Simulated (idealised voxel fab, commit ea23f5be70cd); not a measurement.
process module | voxel wiring stack
cross-section cut | 265 nm wide | cells 5 nm
A cross-section is a grid of square cells, given in bands from the top down. A band is one or more rows of cells.
Each band's line starts with the height of the band's top and of its bottom, in nm. Then come its materials from left to right, each with its width in nm. One material with "throughout" fills the band from edge to edge. "air" is empty space.
Height 0 is the level under which the wafer as received is all one material. The lowest band goes on downwards, as in "0 down".
A width such as "30 to 40" changes by the same amount from each row of cells to the next, from the band's top row to its bottom row.
"no change" after a step means that no cell of the cross-section changed.
closed voids: empty space of 8 cells or more with no open way to the top, each as width x height at its distance from the left edge, in nm
after a step's settings: what the simulator itself notes on the step
overlay nm, on a step with a mask: how far to the right of its planned place the mask lay; to the left if negative
plan
1 op RECEIVE | material Si
2 op CONFORMAL_DEP | material SiO2 | thk nm 10
3 op DIRECTIONAL_DEP | material TiN | thk nm 5
4 op DIRECTIONAL_DEP | material W | thk nm 25
5 op PATTERN | tone cover | mask id METAL_1 | material resist | width nm 30 | pitch nm 55 | thk nm 15 | overlay nm 0
6 op DIRECTIONAL_ETCH | etch materials W | depth nm 25
7 op DIRECTIONAL_ETCH | etch materials TiN | depth nm 5
8 op STRIP | etch materials resist
9 op FILL_DEP | material SiO2 | thk nm 10
10 op CMP | height nm 40
11 op CONFORMAL_DEP | material SiCN | thk nm 5
12 op DIRECTIONAL_DEP | material SiO2 | thk nm 30
13 op PATTERN | tone open | mask id METAL_2_HOLES | material resist | width nm 15 | pitch nm 55 | thk nm 20 | overlay nm 0
14 op DIRECTIONAL_ETCH | etch materials SiO2 | depth nm 30
15 op STRIP | etch materials resist
16 op DIRECTIONAL_DEP | material aC | thk nm 15
17 op PATTERN | tone open | mask id METAL_2 | material resist | width nm 30 | pitch nm 55 | thk nm 35 | overlay nm 0
18 op DIRECTIONAL_ETCH | etch materials aC | depth nm 15
19 op STRIP | etch materials resist
20 op DIRECTIONAL_ETCH | etch materials SiO2 | depth nm 20
21 op DIRECTIONAL_ETCH | etch materials SiCN | depth nm 5
22 op STRIP | etch materials aC
23 op CONFORMAL_DEP | material TiN | thk nm 5
24 op FILL_DEP | material Ru | thk nm 5
25 op CMP | height nm 75
26 op CONFORMAL_DEP | material SiCN | thk nm 5
27 op DIRECTIONAL_DEP | material lowk | thk nm 10
28 op MASKED_ETCH | tone open | mask id PLUG_2 | width nm 15 | pitch nm 110 | etch materials lowk | depth nm 10 | overlay nm 0
29 op MASKED_ETCH | tone open | mask id PLUG_2 | width nm 15 | pitch nm 110 | etch materials SiCN | depth nm 5 | overlay nm 0
30 op CONFORMAL_DEP | material TiN | thk nm 5
31 op FILL_DEP | material Cu | thk nm 10
32 op CMP | height nm 90
33 op DIRECTIONAL_DEP | material TiN | thk nm 5
34 op DIRECTIONAL_DEP | material Ru | thk nm 25
35 op MASKED_ETCH | tone cover | mask id METAL_3 | width nm 30 | pitch nm 55 | etch materials Ru | depth nm 25 | overlay nm 0
36 op MASKED_ETCH | tone cover | mask id METAL_3 | width nm 30 | pitch nm 55 | etch materials TiN | depth nm 5 | overlay nm 0
37 op CONFORMAL_DEP | material SiN | thk nm 5
38 op FILL_DEP | material lowk | thk nm 5
39 op CMP | height nm 120
40 op CONFORMAL_DEP | material SiN | thk nm 5
as received, after step 1
  0 down: Si throughout
  closed voids: none
first wafer at the end, as planned
  125 to 120: SiN throughout
  120 to 95: lowk 30 | SiN 5 | Ru 30 | SiN 5 | lowk 15 | SiN 5 | Ru 30 | SiN 5 | lowk 15 | SiN 5 | Ru 30 | SiN 5 | lowk 15 | SiN 5 | Ru 30 | SiN 5 | lowk 30
  95 to 90: SiN 35 | TiN 30 | SiN 25 | TiN 30 | SiN 25 | TiN 30 | SiN 25 | TiN 30 | SiN 35
  90 to 80: lowk 35 | TiN 5 | Cu 5 | TiN 5 | lowk 95 | TiN 5 | Cu 5 | TiN 5 | lowk 105
  80 to 75: SiCN 35 | TiN 15 | SiCN 95 | TiN 15 | SiCN 105
  75 to 60: SiO2 35 | TiN 5 | Ru 20 | TiN 5 | SiO2 25 | TiN 5 | Ru 20 | TiN 5 | SiO2 25 | TiN 5 | Ru 20 | TiN 5 | SiO2 25 | TiN 5 | Ru 20 | TiN 5 | SiO2 35
  60 to 55: SiO2 35 | TiN 5 | Ru 5 | TiN 20 | SiO2 25 | TiN 5 | Ru 5 | TiN 20 | SiO2 25 | TiN 5 | Ru 5 | TiN 20 | SiO2 25 | TiN 5 | Ru 5 | TiN 20 | SiO2 35
  55 to 45: SiO2 35 | TiN 5 | Ru 5 | TiN 5 | SiO2 40 | TiN 5 | Ru 5 | TiN 5 | SiO2 40 | TiN 5 | Ru 5 | TiN 5 | SiO2 40 | TiN 5 | Ru 5 | TiN 5 | SiO2 50
  45 to 40: SiCN 35 | TiN 15 | SiCN 40 | TiN 15 | SiCN 40 | TiN 15 | SiCN 40 | TiN 15 | SiCN 50
  40 to 15: SiO2 35 | W 30 | SiO2 25 | W 30 | SiO2 25 | W 30 | SiO2 25 | W 30 | SiO2 35
  15 to 10: SiO2 35 | TiN 30 | SiO2 25 | TiN 30 | SiO2 25 | TiN 30 | SiO2 25 | TiN 30 | SiO2 35
  10 to 0: SiO2 throughout
  0 down: Si throughout
  closed voids: none
second wafer at the end: like start, like plan, one mistake
  125 to 120: SiN throughout
  120 to 95: lowk 30 | SiN 5 | Ru 30 | SiN 5 | lowk 15 | SiN 5 | Ru 30 | SiN 5 | lowk 15 | SiN 5 | Ru 30 | SiN 5 | lowk 15 | SiN 5 | Ru 30 | SiN 5 | lowk 30
  95 to 90: SiN 35 | TiN 30 | SiN 25 | TiN 30 | SiN 25 | TiN 30 | SiN 25 | TiN 30 | SiN 35
  90 to 80: lowk 35 | TiN 5 | Cu 5 | TiN 5 | lowk 95 | TiN 5 | Cu 5 | TiN 5 | lowk 105
  80 to 75: SiCN 35 | TiN 15 | SiCN 95 | TiN 15 | SiCN 105
  75 to 60: SiO2 35 | TiN 5 | Ru 20 | TiN 5 | SiO2 25 | TiN 5 | Ru 20 | TiN 5 | SiO2 25 | TiN 5 | Ru 20 | TiN 5 | SiO2 25 | TiN 5 | Ru 20 | TiN 5 | SiO2 35
  60 to 55: SiO2 35 | TiN 5 | Ru 5 | TiN 20 | SiO2 25 | TiN 5 | Ru 5 | TiN 20 | SiO2 25 | TiN 5 | Ru 5 | TiN 20 | SiO2 25 | TiN 5 | Ru 5 | TiN 20 | SiO2 35
  55 to 45: SiO2 35 | TiN 5 | Ru 5 | TiN 5 | SiO2 40 | TiN 5 | Ru 5 | TiN 5 | SiO2 40 | TiN 5 | Ru 5 | TiN 5 | SiO2 40 | TiN 5 | Ru 5 | TiN 5 | SiO2 50
  45 to 40: SiCN 35 | TiN 15 | SiCN 40 | TiN 15 | SiCN 40 | TiN 15 | SiCN 40 | TiN 15 | SiCN 50
  40 to 30: SiO2 throughout
  30 to 5: SiO2 35 | W 30 | SiO2 25 | W 30 | SiO2 25 | W 30 | SiO2 25 | W 30 | SiO2 35
  5 to 0: SiO2 35 | TiN 30 | SiO2 25 | TiN 30 | SiO2 25 | TiN 30 | SiO2 25 | TiN 30 | SiO2 35
  0 down: Si throughout
  closed voids: none
what went wrong: step 2 was left out
at the end the second wafer has, in cells: as many of each material as the first, in other places
